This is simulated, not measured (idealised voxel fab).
The following process module bears the name voxel ribs on slabs.
The figure presents cross-section cut, which has a width of 270 nm and is divided into square cells with an edge length of 5 nm.
Cross-section spec: square-cell grid; bands listed top down; each band is one or more rows. Top, bottom (nm), then materials left to right with widths (nm); lone material tagged "full width" fills the whole band edge to edge; "empty" = empty space. Where do heights start? At 0: under that level the wafer as delivered is made of one material only. And the lowest band has no floor; it just carries on downward, as in "0 and below". The width entry "30..40" should be interpreted row by row: the top row of cells in the band takes the first number, the bottom row takes the second number, and the change between adjacent rows is uniform throughout. Take "no modifications" at face value: in the step it is given for, the cross-section changed in none of its cells. "Enclosed void list" - sealed voids, min. 8 cells, no opening to top; format: width x height at distance (distance from left edge; nm throughout). What comes after the settings on a step's line is commentary from the simulator itself on that step. overlay nm: mask offset rightward from planned place, masked step; negative means leftward offset.
THIS SECTION LISTS THE PROCESS STEPS THAT WERE PLANNED
1 RECEIVE, material Si
2 DIRECTIONAL_DEP, material SiO2, thk nm 20
3 DIRECTIONAL_DEP, material SiN, thk nm 15
4 MASKED_ETCH, tone cover, mask id RIB, width nm 15, etch materials SiN, depth nm 5, overlay nm 0
5 DIRECTIONAL_DEP, material aC, thk nm 10
6 PATTERN, tone cover, mask id SLAB, material resist, width nm 65, thk nm 30, overlay nm 0
7 DIRECTIONAL_ETCH, etch materials aC, depth nm 10
8 STRIP, etch materials resist
9 DIRECTIONAL_ETCH, etch materials SiN, depth nm 10
10 STRIP, etch materials aC
11 FILL_DEP, material SiO2, thk nm 20
12 CMP, height nm 50
13 DIRECTIONAL_DEP, material W, thk nm 5
14 PATTERN, tone cover, mask id HEATER, material resist, width nm 25, thk nm 20, overlay nm 0
15 DIRECTIONAL_ETCH, etch materials W, depth nm 5
16 STRIP, etch materials resist
17 CONFORMAL_DEP, material SiO2, thk nm 10
AS-RECEIVED STATE OF THE WAFER IN CROSS-SECTION, EQUIVALENT TO POST-STEP 1
    0 and below  Si full width
    Enclosed void list: none
FIRST WAFER OF TWO, SECTIONED AT END OF MODULE; RUN WENT PER PLAN
    65 down to 60  110 empty, 45 SiO2, 115 empty
    60 down to 55  SiO2 full width
    55 down to 50  120 SiO2, 25 W, 125 SiO2
    50 down to 35  SiO2 full width
    35 down to 30  125 SiO2, 15 SiN, 130 SiO2
    30 down to 20  100 SiO2, 65 SiN, 105 SiO2
    20 down to 0  SiO2 full width
    0 and below  Si full width
    Enclosed void list: none
SECOND WAFER OF THE TWO, SECTIONED AT THE END OF THE MODULE. IT BEGAN LIKE THE FIRST AND FOLLOWED THE SAME PLAN, BUT ONE MISTAKE WAS MADE WHILE RUNNING IT
    65 down to 60  110 empty, 45 SiO2, 115 empty
    60 down to 55  SiO2 full width
    55 down to 50  120 SiO2, 25 W, 125 SiO2
    50 down to 20  SiN full width
    20 down to 0  SiO2 full width
    0 and below  Si full width
    Enclosed void list: none
Deviation from plan: it should be noted that step 11 was executed with settings other than those planned, the operation and settings actually applied being FILL_DEP, material SiN, thk nm 20
Bottom line after processing is that, in cells, the second wafer is up or down on some materials versus the first: SiN: 295 more | SiO2: 295 fewer
